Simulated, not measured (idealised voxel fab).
Process module in this document: voxel self aligned vias
160 nm wide, 5 nm square cells: that's cross-section cut.
How to read a cross-section here: the picture is a grid of square cells, written as bands going from the top down, and any band can span one or more rows of cells.
Heights first: top, then bottom, in nm. Then materials, left to right, each with a width in nm. "everywhere" on a single material: fills the band edge to edge. "blank": empty space.
Heights from 0 (as-received wafer is one material below). Bottom band endless downward, as "0 down".
A two-number width, for instance "30..40", indicates that the width is equal to the first number in the top row of the band and to the second number in the bottom row, and that it changes by a constant amount per row of cells.
Reading "identical to before" for a step: not a cell of the cross-section changed in it.
"Enclosed cavity list": empty spaces of 8 cells or more with no open way to the top, each given as width x height at distance, distance from the left edge, all in nm.
On each step's line, the part that comes after the settings is the simulator's own comment on the step.
A step's line can hold "overlay nm"; with a mask on that step, the setting says how far right of the planned place the mask lay, while a negative setting says it lay to the left.
Quick note on how to read the rest: it's all pairs. You get the cross-section before a process step and the one after, but the after one only goes down as far as the lowest band that changed. The step in between, with its settings, sits under the pair. Heads up, the pairs can come from different runs of this module on the same starting wafer, so don't assume a pair picks up from the one above unless its "Incoming structure" entry says it does.
-- Incoming structure
  60 to 55 = TiN (45), blank (20), TiN (25), blank (20), TiN (50)
  55 to 45 = lowk (40), TiN (5), blank (20), TiN (5), lowk (15), TiN (5), blank (20), TiN (5), lowk (45)
  45 to 35 = lowk (40..45), TiN (10..5), blank (10), TiN (10..5), lowk (15..25), TiN (10..5), blank (10), TiN (10..5), lowk (45..50)
  35 to 30 = lowk (45), TiN (20), lowk (25), TiN (20), lowk (50)
  30 to 25 = SiCN everywhere
  25 to 0 = SiO2 everywhere
  0 down = Si everywhere
  Enclosed cavity list: none
-- Cross-Section Thereafter
  65 to 60 = Ru everywhere
  60 to 55 = TiN (45), Ru (20), TiN (25), Ru (20), TiN (50)
  55 to 45 = lowk (40), TiN (5), Ru (20), TiN (5), lowk (15), TiN (5), Ru (20), TiN (5), lowk (45)
  45 to 35 = lowk (40..45), TiN (10..5), Ru (10), TiN (10..5), lowk (15..25), TiN (10..5), Ru (10), TiN (10..5), lowk (45..50)
  For the remainder of the cross-section, below 35, there is no change.
  Enclosed cavity list: none
Going from one cross-section above to the next, the wafer undergoes FILL_DEP [material Ru] [thk nm 5]
Incoming structure: refer to the pair immediately above; the cross-section shown after its step is the state before this one.
-- Cross-Section Thereafter
  55 to 45 = lowk (40), TiN (5), Ru (20), TiN (5), lowk (15), TiN (5), Ru (20), TiN (5), lowk (45)
  For the remainder of the cross-section, below 45, there is no change.
  Enclosed cavity list: none
Going from one cross-section above to the next, the wafer undergoes CMP [height nm 55]
Incoming structure: refer to the pair immediately above; the cross-section shown after its step is the state before this one.
-- Cross-Section Thereafter
  60 to 55 = SiN everywhere
  For the remainder of the cross-section, below 55, there is no change.
  Enclosed cavity list: none
Going from one cross-section above to the next, the wafer undergoes CONFORMAL_DEP [material SiN] [thk nm 5]
-- Incoming structure
  40 to 20 = lowk everywhere
  20 to 15 = SiCN everywhere
  15 to 0 = SiO2 everywhere
  0 down = Si everywhere
  Enclosed cavity list: none
-- Cross-Section Thereafter
  40 to 20 = lowk (40), blank (30), lowk (15), blank (30), lowk (45)
  For the remainder of the cross-section, below 20, there is no change.
  Enclosed cavity list: none
Going from one cross-section above to the next, the wafer undergoes MASKED_ETCH [tone open] [mask id LINES] [width nm 30] [pitch nm 45] [etch materials lowk] [depth nm 20] [overlay nm 0]
Incoming structure: refer to the pair immediately above; the cross-section shown after its step is the state before this one.
-- Cross-Section Thereafter
  45 to 40 = TiN (45), blank (20), TiN (25), blank (20), TiN (50)
  40 to 25 = lowk (40), TiN (5), blank (20), TiN (5), lowk (15), TiN (5), blank (20), TiN (5), lowk (45)
  25 to 20 = lowk (40), TiN (30), lowk (15), TiN (30), lowk (45)
  For the remainder of the cross-section, below 20, there is no change.
  Enclosed cavity list: none
Going from one cross-section above to the next, the wafer undergoes CONFORMAL_DEP [material TiN] [thk nm 5]
Incoming structure: refer to the pair immediately above; the cross-section shown after its step is the state before this one.
-- Cross-Section Thereafter
  50 to 45 = W everywhere
  45 to 40 = TiN (45), W (20), TiN (25), W (20), TiN (50)
  40 to 25 = lowk (40), TiN (5), W (20), TiN (5), lowk (15), TiN (5), W (20), TiN (5), lowk (45)
  For the remainder of the cross-section, below 25, there is no change.
  Enclosed cavity list: none
Going from one cross-section above to the next, the wafer undergoes FILL_DEP [material W] [thk nm 5]
Incoming structure: refer to the pair immediately above; the cross-section shown after its step is the state before this one.
-- Cross-Section Thereafter
  40 to 25 = lowk (40), TiN (5), W (20), TiN (5), lowk (15), TiN (5), W (20), TiN (5), lowk (45)
  For the remainder of the cross-section, below 25, there is no change.
  Enclosed cavity list: none
Going from one cross-section above to the next, the wafer undergoes CMP [height nm 40]
Incoming structure: refer to the pair immediately above; the cross-section shown after its step is the state before this one.
-- Cross-Section Thereafter
  40 to 30 = lowk (40), blank (30), lowk (15), blank (30), lowk (45)
  For the remainder of the cross-section, below 30, there is no change.
  Enclosed cavity list: none
Going from one cross-section above to the next, the wafer undergoes SELECTIVE_ETCH [etch materials W Ru TiN] [depth nm 10]
Incoming structure: refer to the pair immediately above; the cross-section shown after its step is the state before this one.
-- Cross-Section Thereafter
  45 to 40 = SiN everywhere
  40 to 30 = lowk (40), SiN (30), lowk (15), SiN (30), lowk (45)
  For the remainder of the cross-section, below 30, there is no change.
  Enclosed cavity list: none
Going from one cross-section above to the next, the wafer undergoes FILL_DEP [material SiN] [thk nm 5]
Incoming structure: refer to the pair immediately above; the cross-section shown after its step is the state before this one.
-- Cross-Section Thereafter
  40 to 30 = lowk (40), SiN (30), lowk (15), SiN (30), lowk (45)
  For the remainder of the cross-section, below 30, there is no change.
  Enclosed cavity list: none
Going from one cross-section above to the next, the wafer undergoes CMP [height nm 40]
Incoming structure: refer to the pair immediately above; the cross-section shown after its step is the state before this one.
-- Cross-Section Thereafter
  55 to 40 = lowk everywhere
  For the remainder of the cross-section, below 40, there is no change.
  Enclosed cavity list: none
Going from one cross-section above to the next, the wafer undergoes DIRECTIONAL_DEP [material lowk] [thk nm 15]
Incoming structure: refer to the pair immediately above; the cross-section shown after its step is the state before this one.
-- Cross-Section Thereafter
  75 to 55 = resist (40), blank (30), resist (15), blank (30), resist (45)
  For the remainder of the cross-section, below 55, there is no change.
  Enclosed cavity list: none
Going from one cross-section above to the next, the wafer undergoes PATTERN [tone open] [mask id VIAS] [material resist] [width nm 30] [pitch nm 45] [thk nm 20] [overlay nm 0]
Incoming structure: refer to the pair immediately above; the cross-section shown after its step is the state before this one.
-- Cross-Section Thereafter
  75 to 55 = resist (40), blank (30), resist (15), blank (30), resist (45)
  55 to 40 = lowk (40), blank (30), lowk (15), blank (30), lowk (45)
  For the remainder of the cross-section, below 40, there is no change.
  Enclosed cavity list: none
Going from one cross-section above to the next, the wafer undergoes DIRECTIONAL_ETCH [etch materials lowk] [depth nm 15]
Incoming structure: refer to the pair immediately above; the cross-section shown after its step is the state before this one.
-- Cross-Section Thereafter
  75 to 55 = resist (40), blank (30), resist (15), blank (30), resist (45)
  55 to 30 = lowk (40), blank (30), lowk (15), blank (30), lowk (45)
  For the remainder of the cross-section, below 30, there is no change.
  Enclosed cavity list: none
Going from one cross-section above to the next, the wafer undergoes DIRECTIONAL_ETCH [etch materials SiN] [depth nm 10]
Incoming structure: refer to the pair immediately above; the cross-section shown after its step is the state before this one.
-- Cross-Section Thereafter
  55 to 30 = lowk (40), blank (30), lowk (15), blank (30), lowk (45)
  For the remainder of the cross-section, below 30, there is no change.
  Enclosed cavity list: none
Going from one cross-section above to the next, the wafer undergoes STRIP [etch materials resist]
Incoming structure: refer to the pair immediately above; the cross-section shown after its step is the state before this one.
-- Cross-Section Thereafter
  60 to 55 = TiN (45), blank (20), TiN (25), blank (20), TiN (50)
  55 to 35 = lowk (40), TiN (5), blank (20), TiN (5), lowk (15), TiN (5), blank (20), TiN (5), lowk (45)
  35 to 30 = lowk (40), TiN (30), lowk (15), TiN (30), lowk (45)
  For the remainder of the cross-section, below 30, there is no change.
  Enclosed cavity list: none
Going from one cross-section above to the next, the wafer undergoes CONFORMAL_DEP [material TiN] [thk nm 5]
Incoming structure: refer to the pair immediately above; the cross-section shown after its step is the state before this one.
-- Cross-Section Thereafter
  65 to 60 = Ru everywhere
  60 to 55 = TiN (45), Ru (20), TiN (25), Ru (20), TiN (50)
  55 to 35 = lowk (40), TiN (5), Ru (20), TiN (5), lowk (15), TiN (5), Ru (20), TiN (5), lowk (45)
  For the remainder of the cross-section, below 35, there is no change.
  Enclosed cavity list: none
Going from one cross-section above to the next, the wafer undergoes FILL_DEP [material Ru] [thk nm 5]
Incoming structure: refer to the pair immediately above; the cross-section shown after its step is the state before this one.
-- Cross-Section Thereafter
  55 to 35 = lowk (40), TiN (5), Ru (20), TiN (5), lowk (15), TiN (5), Ru (20), TiN (5), lowk (45)
  For the remainder of the cross-section, below 35, there is no change.
  Enclosed cavity list: none
Going from one cross-section above to the next, the wafer undergoes CMP [height nm 55]
Incoming structure: refer to the pair immediately above; the cross-section shown after its step is the state before this one.
-- Cross-Section Thereafter
  60 to 55 = SiN everywhere
  For the remainder of the cross-section, below 55, there is no change.
  Enclosed cavity list: none
Going from one cross-section above to the next, the wafer undergoes CONFORMAL_DEP [material SiN] [thk nm 5]
-- Incoming structure
  55 to 40 = lowk everywhere
  40 to 30 = lowk (45), SiN (20), lowk (25), SiN (20), lowk (50)
  30 to 25 = lowk (45), TiN (5), W (10), TiN (5), lowk (25), TiN (5), W (10), TiN (5), lowk (50)
  25 to 20 = lowk (45), TiN (20), lowk (25), TiN (20), lowk (50)
  20 to 15 = SiCN everywhere
  15 to 0 = SiO2 everywhere
  0 down = Si everywhere
  Enclosed cavity list: none
-- Cross-Section Thereafter
  75 to 55 = resist (35), blank (30), resist (15), blank (30), resist (50)
  For the remainder of the cross-section, below 55, there is no change.
  Enclosed cavity list: none
Going from one cross-section above to the next, the wafer undergoes PATTERN [tone open] [mask id VIAS] [material resist] [width nm 30] [pitch nm 45] [thk nm 20] [overlay nm -5]
Incoming structure: refer to the pair immediately above; the cross-section shown after its step is the state before this one.
-- Cross-Section Thereafter
  75 to 55 = resist (35), blank (30), resist (15), blank (30), resist (50)
  55 to 40 = lowk (35), blank (30), lowk (15), blank (30), lowk (50)
  For the remainder of the cross-section, below 40, there is no change.
  Enclosed cavity list: none
Going from one cross-section above to the next, the wafer undergoes DIRECTIONAL_ETCH [etch materials lowk] [depth nm 15]
Incoming structure: refer to the pair immediately above; the cross-section shown after its step is the state before this one.
-- Cross-Section Thereafter
  75 to 55 = resist (35), blank (30), resist (15), blank (30), resist (50)
  55 to 40 = lowk (35), blank (30), lowk (15), blank (30), lowk (50)
  40 to 30 = lowk (45), blank (20), lowk (25), blank (20), lowk (50)
  For the remainder of the cross-section, below 30, there is no change.
  Enclosed cavity list: none
Going from one cross-section above to the next, the wafer undergoes DIRECTIONAL_ETCH [etch materials SiN] [depth nm 10]
Incoming structure: refer to the pair immediately above; the cross-section shown after its step is the state before this one.
-- Cross-Section Thereafter
  55 to 40 = lowk (35), blank (30), lowk (15), blank (30), lowk (50)
  For the remainder of the cross-section, below 40, there is no change.
  Enclosed cavity list: none
Going from one cross-section above to the next, the wafer undergoes STRIP [etch materials resist]
Incoming structure: refer to the pair immediately above; the cross-section shown after its step is the state before this one.
-- Cross-Section Thereafter
  60 to 55 = TiN (40), blank (20), TiN (25), blank (20), TiN (55)
  55 to 45 = lowk (35), TiN (5), blank (20), TiN (5), lowk (15), TiN (5), blank (20), TiN (5), lowk (50)
  45 to 35 = lowk (35..45), TiN (15..5), blank (10), TiN (5), lowk (15..25), TiN (15..5), blank (10), TiN (5), lowk (50)
  35 to 30 = lowk (45), TiN (20), lowk (25), TiN (20), lowk (50)
  For the remainder of the cross-section, below 30, there is no change.
  Enclosed cavity list: none
Going from one cross-section above to the next, the wafer undergoes CONFORMAL_DEP [material TiN] [thk nm 5]
Incoming structure: refer to the pair immediately above; the cross-section shown after its step is the state before this one.
-- Cross-Section Thereafter
  65 to 60 = Ru everywhere
  60 to 55 = TiN (40), Ru (20), TiN (25), Ru (20), TiN (55)
  55 to 45 = lowk (35), TiN (5), Ru (20), TiN (5), lowk (15), TiN (5), Ru (20), TiN (5), lowk (50)
  45 to 35 = lowk (35..45), TiN (15..5), Ru (10), TiN (5), lowk (15..25), TiN (15..5), Ru (10), TiN (5), lowk (50)
  For the remainder of the cross-section, below 35, there is no change.
  Enclosed cavity list: none
Going from one cross-section above to the next, the wafer undergoes FILL_DEP [material Ru] [thk nm 5]
Incoming structure: refer to the pair immediately above; the cross-section shown after its step is the state before this one.
-- Cross-Section Thereafter
  55 to 45 = lowk (35), TiN (5), Ru (20), TiN (5), lowk (15), TiN (5), Ru (20), TiN (5), lowk (50)
  For the remainder of the cross-section, below 45, there is no change.
  Enclosed cavity list: none
Going from one cross-section above to the next, the wafer undergoes CMP [height nm 55]
Incoming structure: refer to the pair immediately above; the cross-section shown after its step is the state before this one.
-- Cross-Section Thereafter
  60 to 55 = SiN everywhere
  For the remainder of the cross-section, below 55, there is no change.
  Enclosed cavity list: none
Going from one cross-section above to the next, the wafer undergoes CONFORMAL_DEP [material SiN] [thk nm 5]
-- Incoming structure
  40 to 30 = lowk (45), blank (20), lowk (25), blank (20), lowk (50)
  30 to 25 = lowk (45), TiN (5), W (10), TiN (5), lowk (25), TiN (5), W (10), TiN (5), lowk (50)
  25 to 20 = lowk (45), TiN (20), lowk (25), TiN (20), lowk (50)
  20 to 15 = SiCN everywhere
  15 to 0 = SiO2 everywhere
  0 down = Si everywhere
  Enclosed cavity list: none
-- Cross-Section Thereafter
  45 to 40 = W everywhere
  40 to 30 = lowk (45), W (20), lowk (25), W (20), lowk (50)
  For the remainder of the cross-section, below 30, there is no change.
  Enclosed cavity list: none
Going from one cross-section above to the next, the wafer undergoes FILL_DEP [material W] [thk nm 5]
Incoming structure: refer to the pair immediately above; the cross-section shown after its step is the state before this one.
-- Cross-Section Thereafter
  40 to 30 = lowk (45), W (20), lowk (25), W (20), lowk (50)
  For the remainder of the cross-section, below 30, there is no change.
  Enclosed cavity list: none
Going from one cross-section above to the next, the wafer undergoes CMP [height nm 40]
Incoming structure: refer to the pair immediately above; the cross-section shown after its step is the state before this one.
-- Cross-Section Thereafter
  55 to 40 = lowk everywhere
  For the remainder of the cross-section, below 40, there is no change.
  Enclosed cavity list: none
Going from one cross-section above to the next, the wafer undergoes DIRECTIONAL_DEP [material lowk] [thk nm 15]
Incoming structure: refer to the pair immediately above; the cross-section shown after its step is the state before this one.
-- Cross-Section Thereafter
  75 to 55 = resist (40), blank (30), resist (15), blank (30), resist (45)
  For the remainder of the cross-section, below 55, there is no change.
  Enclosed cavity list: none
Going from one cross-section above to the next, the wafer undergoes PATTERN [tone open] [mask id VIAS] [material resist] [width nm 30] [pitch nm 45] [thk nm 20] [overlay nm 0]
Incoming structure: refer to the pair immediately above; the cross-section shown after its step is the state before this one.
-- Cross-Section Thereafter
  75 to 55 = resist (40), blank (30), resist (15), blank (30), resist (45)
  55 to 40 = lowk (40), blank (30), lowk (15), blank (30), lowk (45)
  For the remainder of the cross-section, below 40, there is no change.
  Enclosed cavity list: none
Going from one cross-section above to the next, the wafer undergoes DIRECTIONAL_ETCH [etch materials lowk] [depth nm 15]
Incoming structure: refer to the pair immediately above; the cross-section shown after its step is the state before this one.
-- Cross-Section Thereafter
  55 to 40 = lowk (40), blank (30), lowk (15), blank (30), lowk (45)
  For the remainder of the cross-section, below 40, there is no change.
  Enclosed cavity list: none
Going from one cross-section above to the next, the wafer undergoes STRIP [etch materials resist]
Incoming structure: refer to the pair immediately above; the cross-section shown after its step is the state before this one.
-- Cross-Section Thereafter
  60 to 55 = TiN (45), blank (20), TiN (25), blank (20), TiN (50)
  55 to 45 = lowk (40), TiN (5), blank (20), TiN (5), lowk (15), TiN (5), blank (20), TiN (5), lowk (45)
  45 to 40 = lowk (40), TiN (30), lowk (15), TiN (30), lowk (45)
  For the remainder of the cross-section, below 40, there is no change.
  Enclosed cavity list: none
Going from one cross-section above to the next, the wafer undergoes CONFORMAL_DEP [material TiN] [thk nm 5]
Incoming structure: refer to the pair immediately above; the cross-section shown after its step is the state before this one.
-- Cross-Section Thereafter
  65 to 60 = Ru everywhere
  60 to 55 = TiN (45), Ru (20), TiN (25), Ru (20), TiN (50)
  55 to 45 = lowk (40), TiN (5), Ru (20), TiN (5), lowk (15), TiN (5), Ru (20), TiN (5), lowk (45)
  For the remainder of the cross-section, below 45, there is no change.
  Enclosed cavity list: none
Going from one cross-section above to the next, the wafer undergoes FILL_DEP [material Ru] [thk nm 5]
Incoming structure: refer to the pair immediately above; the cross-section shown after its step is the state before this one.
-- Cross-Section Thereafter
  55 to 45 = lowk (40), TiN (5), Ru (20), TiN (5), lowk (15), TiN (5), Ru (20), TiN (5), lowk (45)
  For the remainder of the cross-section, below 45, there is no change.
  Enclosed cavity list: none
Going from one cross-section above to the next, the wafer undergoes CMP [height nm 55]
Incoming structure: refer to the pair immediately above; the cross-section shown after its step is the state before this one.
-- Cross-Section Thereafter
  60 to 55 = SiN everywhere
  For the remainder of the cross-section, below 55, there is no change.
  Enclosed cavity list: none
Going from one cross-section above to the next, the wafer undergoes CONFORMAL_DEP [material SiN] [thk nm 5]
-- Incoming structure
  55 to 40 = lowk everywhere
  40 to 30 = lowk (45), SiN (20), lowk (25), SiN (20), lowk (50)
  30 to 25 = lowk (45), TiN (5), W (10), TiN (5), lowk (25), TiN (5), W (10), TiN (5), lowk (50)
  25 to 20 = lowk (45), TiN (20), lowk (25), TiN (20), lowk (50)
  20 to 15 = SiCN everywhere
  15 to 0 = SiO2 everywhere
  0 down = Si everywhere
  Enclosed cavity list: none
-- Cross-Section Thereafter
  75 to 55 = blank (40), resist (30), blank (15), resist (30), blank (45)
  For the remainder of the cross-section, below 55, there is no change.
  Enclosed cavity list: none
Going from one cross-section above to the next, the wafer undergoes PATTERN [tone cover] [mask id VIAS] [material resist] [width nm 30] [pitch nm 45] [thk nm 20] [overlay nm 0]
Incoming structure: refer to the pair immediately above; the cross-section shown after its step is the state before this one.
-- Cross-Section Thereafter
  75 to 55 = blank (40), resist (30), blank (15), resist (30), blank (45)
  55 to 40 = blank (40), lowk (30), blank (15), lowk (30), blank (45)
  For the remainder of the cross-section, below 40, there is no change.
  Enclosed cavity list: none
Going from one cross-section above to the next, the wafer undergoes DIRECTIONAL_ETCH [etch materials lowk] [depth nm 15]
Incoming structure: refer to the pair immediately above; the cross-section shown after its step is the state before this one.
-- Cross-Section Thereafter
  55 to 40 = blank (40), lowk (30), blank (15), lowk (30), blank (45)
  For the remainder of the cross-section, below 40, there is no change.
  Enclosed cavity list: none
Going from one cross-section above to the next, the wafer undergoes STRIP [etch materials resist]
Incoming structure: refer to the pair immediately above; the cross-section shown after its step is the state before this one.
-- Cross-Section Thereafter
  60 to 55 = blank (35), TiN (40), blank (5), TiN (40), blank (40)
  55 to 45 = blank (35), TiN (5), lowk (30), TiN (5), blank (5), TiN (5), lowk (30), TiN (5), blank (40)
  45 to 40 = TiN (40), lowk (30), TiN (15), lowk (30), TiN (45)
  For the remainder of the cross-section, below 40, there is no change.
  Enclosed cavity list: none
Going from one cross-section above to the next, the wafer undergoes CONFORMAL_DEP [material TiN] [thk nm 5]
Incoming structure: refer to the pair immediately above; the cross-section shown after its step is the state before this one.
-- Cross-Section Thereafter
  65 to 60 = Ru everywhere
  60 to 55 = Ru (35), TiN (40), Ru (5), TiN (40), Ru (40)
  55 to 45 = Ru (35), TiN (5), lowk (30), TiN (5), Ru (5), TiN (5), lowk (30), TiN (5), Ru (40)
  For the remainder of the cross-section, below 45, there is no change.
  Enclosed cavity list: none
Going from one cross-section above to the next, the wafer undergoes FILL_DEP [material Ru] [thk nm 5]
Incoming structure: refer to the pair immediately above; the cross-section shown after its step is the state before this one.
-- Cross-Section Thereafter
  55 to 45 = Ru (35), TiN (5), lowk (30), TiN (5), Ru (5), TiN (5), lowk (30), TiN (5), Ru (40)
  For the remainder of the cross-section, below 45, there is no change.
  Enclosed cavity list: none
Going from one cross-section above to the next, the wafer undergoes CMP [height nm 55]
Incoming structure: refer to the pair immediately above; the cross-section shown after its step is the state before this one.
-- Cross-Section Thereafter
  60 to 55 = SiN everywhere
  For the remainder of the cross-section, below 55, there is no change.
  Enclosed cavity list: none
Going from one cross-section above to the next, the wafer undergoes CONFORMAL_DEP [material SiN] [thk nm 5]
